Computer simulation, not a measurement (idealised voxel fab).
Proc. module: voxel wiring stack
Square cells of 5 nm make up the cross-section cut, whose width is 245 nm.
This document writes a cross-section as a grid whose cells are square, and gives it as bands, listed from the top down; one or more rows of cells form a band.
Look at the band entry: it leads with the top's height and the bottom's height in nm. Then it lists the materials left to right, with a width in nm for each. The word "everywhere" on a single material says that material fills the band edge to edge. The word "blank" is empty space.
Note: height 0 marks the level under which the wafer is uniformly one material as received. Lowest band unbounded below, written "0 down".
Think of "30 to 40" as a width that walks from the first number to the second as you go down the band, top row to bottom row, taking equal-sized steps from row to row.
It should be understood that the words "nothing changed", when stated for a given step, signify that the cross-section underwent no change in any of its cells during that step.
Empty spaces without an open route to the top, at least 8 cells in extent, make up the entry "Voids lacking openings"; each is given as width x height at distance, where the distance is measured from the left edge, and all are in nm.
after a step's settings: what the simulator itself notes on the step
Regarding "overlay nm": on a step with a mask, it is the distance the mask lay to the right of its planned place; a negative value places it to the left.
### The process steps that were planned are listed below
| 1 | RECEIVE [material Si] |
| 2 | CONFORMAL_DEP [material SiO2] [thk nm 15] |
| 3 | DIRECTIONAL_DEP [material TiN] [thk nm 5] |
| 4 | DIRECTIONAL_DEP [material Ru] [thk nm 15] |
| 5 | DIRECTIONAL_DEP [material aC] [thk nm 15] |
| 6 | PATTERN [tone cover] [mask id METAL_1] [material resist] [width nm 30] [pitch nm 50] [thk nm 30] [overlay nm 0] |
| 7 | DIRECTIONAL_ETCH [etch materials aC] [depth nm 15] |
| 8 | STRIP [etch materials resist] |
| 9 | DIRECTIONAL_ETCH [etch materials Ru] [depth nm 15] |
| 10 | DIRECTIONAL_ETCH [etch materials TiN] [depth nm 5] |
| 11 | STRIP [etch materials aC] |
| 12 | FILL_DEP [material SiO2] [thk nm 5] |
| 13 | CMP [height nm 35] |
| 14 | CONFORMAL_DEP [material SiCN] [thk nm 5] |
| 15 | DIRECTIONAL_DEP [material lowk] [thk nm 30] |
| 16 | PATTERN [tone open] [mask id METAL_2] [material resist] [width nm 30] [pitch nm 50] [thk nm 15] [overlay nm 0] |
| 17 | DIRECTIONAL_ETCH [etch materials lowk] [depth nm 15] |
| 18 | STRIP [etch materials resist] |
| 19 | PATTERN [tone open] [mask id METAL_2_HOLES] [material resist] [width nm 15] [pitch nm 50] [thk nm 15] [overlay nm 0] |
| 20 | DIRECTIONAL_ETCH [etch materials lowk] [depth nm 15] |
| 21 | DIRECTIONAL_ETCH [etch materials SiCN] [depth nm 5] |
| 22 | STRIP [etch materials resist] |
| 23 | CONFORMAL_DEP [material TiN] [thk nm 5] |
| 24 | FILL_DEP [material Cu] [thk nm 10] |
| 25 | CMP [height nm 70] |
| 26 | CONFORMAL_DEP [material SiCN] [thk nm 5] |
| 27 | DIRECTIONAL_DEP [material lowk] [thk nm 30] |
| 28 | PATTERN [tone open] [mask id METAL_3] [material resist] [width nm 30] [pitch nm 50] [thk nm 20] [overlay nm 0] |
| 29 | DIRECTIONAL_ETCH [etch materials lowk] [depth nm 15] |
| 30 | STRIP [etch materials resist] |
| 31 | PATTERN [tone open] [mask id METAL_3_HOLES] [material resist] [width nm 15] [thk nm 15] [overlay nm 0] |
| 32 | DIRECTIONAL_ETCH [etch materials lowk] [depth nm 15] |
| 33 | DIRECTIONAL_ETCH [etch materials SiCN] [depth nm 5] |
| 34 | STRIP [etch materials resist] |
| 35 | CONFORMAL_DEP [material TiN] [thk nm 5] |
| 36 | FILL_DEP [material Cu] [thk nm 10] |
| 37 | CMP [height nm 105] |
| 38 | CONFORMAL_DEP [material SiN] [thk nm 5] |
### As-received wafer cross-section (after step 1)
* 0 down = Si everywhere
* Voids lacking openings: none
### Module complete - cross-section of the first of two wafers, run according to plan
* 110 to 105 = SiN everywhere
* 105 to 95 = lowk (80) / TiN (5) / Cu (20) / TiN (5) / lowk (20) / TiN (5) / Cu (20) / TiN (5) / lowk (85)
* 95 to 90 = lowk (80) / TiN (5) / Cu (5) / TiN (20) / lowk (20) / TiN (30) / lowk (85)
* 90 to 75 = lowk (80) / TiN (5) / Cu (5) / TiN (5) / lowk (150)
* 75 to 70 = SiCN (80) / TiN (15) / SiCN (150)
* 70 to 60 = lowk (80) / TiN (5) / Cu (20) / TiN (5) / lowk (20) / TiN (5) / Cu (20) / TiN (5) / lowk (85)
* 60 to 55 = lowk (80) / TiN (5) / Cu (5) / TiN (20) / lowk (20) / TiN (5) / Cu (5) / TiN (20) / lowk (85)
* 55 to 40 = lowk (80) / TiN (5) / Cu (5) / TiN (5) / lowk (35) / TiN (5) / Cu (5) / TiN (5) / lowk (100)
* 40 to 35 = SiCN (80) / TiN (15) / SiCN (35) / TiN (15) / SiCN (100)
* 35 to 20 = SiO2 (80) / Ru (30) / SiO2 (20) / Ru (30) / SiO2 (85)
* 20 to 15 = SiO2 (80) / TiN (30) / SiO2 (20) / TiN (30) / SiO2 (85)
* 15 to 0 = SiO2 everywhere
* 0 down = Si everywhere
* Voids lacking openings: none
### Wafer two cross-section, module end. Start and plan unchanged from wafer one; one mistake made during the run
* 110 to 105 = SiN everywhere
* 105 to 95 = lowk (80) / TiN (5) / Cu (20) / TiN (5) / lowk (20) / TiN (5) / Cu (20) / TiN (5) / lowk (85)
* 95 to 90 = lowk (80) / TiN (5) / Cu (5) / TiN (20) / lowk (20) / TiN (30) / lowk (85)
* 90 to 75 = lowk (80) / TiN (5) / Cu (5) / TiN (5) / lowk (150)
* 75 to 70 = SiCN (80) / TiN (15) / SiCN (150)
* 70 to 60 = Cu everywhere
* 60 to 55 = TiN (100) / Cu (5) / TiN (45) / Cu (5) / TiN (90)
* 55 to 40 = lowk (95) / TiN (5) / Cu (5) / TiN (5) / lowk (35) / TiN (5) / Cu (5) / TiN (5) / lowk (85)
* 40 to 35 = SiCN (95) / TiN (15) / SiCN (35) / TiN (15) / SiCN (85)
* 35 to 20 = SiO2 (80) / Ru (30) / SiO2 (20) / Ru (30) / SiO2 (85)
* 20 to 15 = SiO2 (80) / TiN (30) / SiO2 (20) / TiN (30) / SiO2 (85)
* 15 to 0 = SiO2 everywhere
* 0 down = Si everywhere
* Voids lacking openings: none
Short version of what went wrong: not per plan at step 19, really ran PATTERN [tone cover] [mask id METAL_2_HOLES] [material resist] [width nm 15] [pitch nm 50] [thk nm 15] [overlay nm 0]
Counted in cells at the end, the second wafer holds more or fewer of these materials than the first: +82 Cu, +29 TiN, -111 lowk
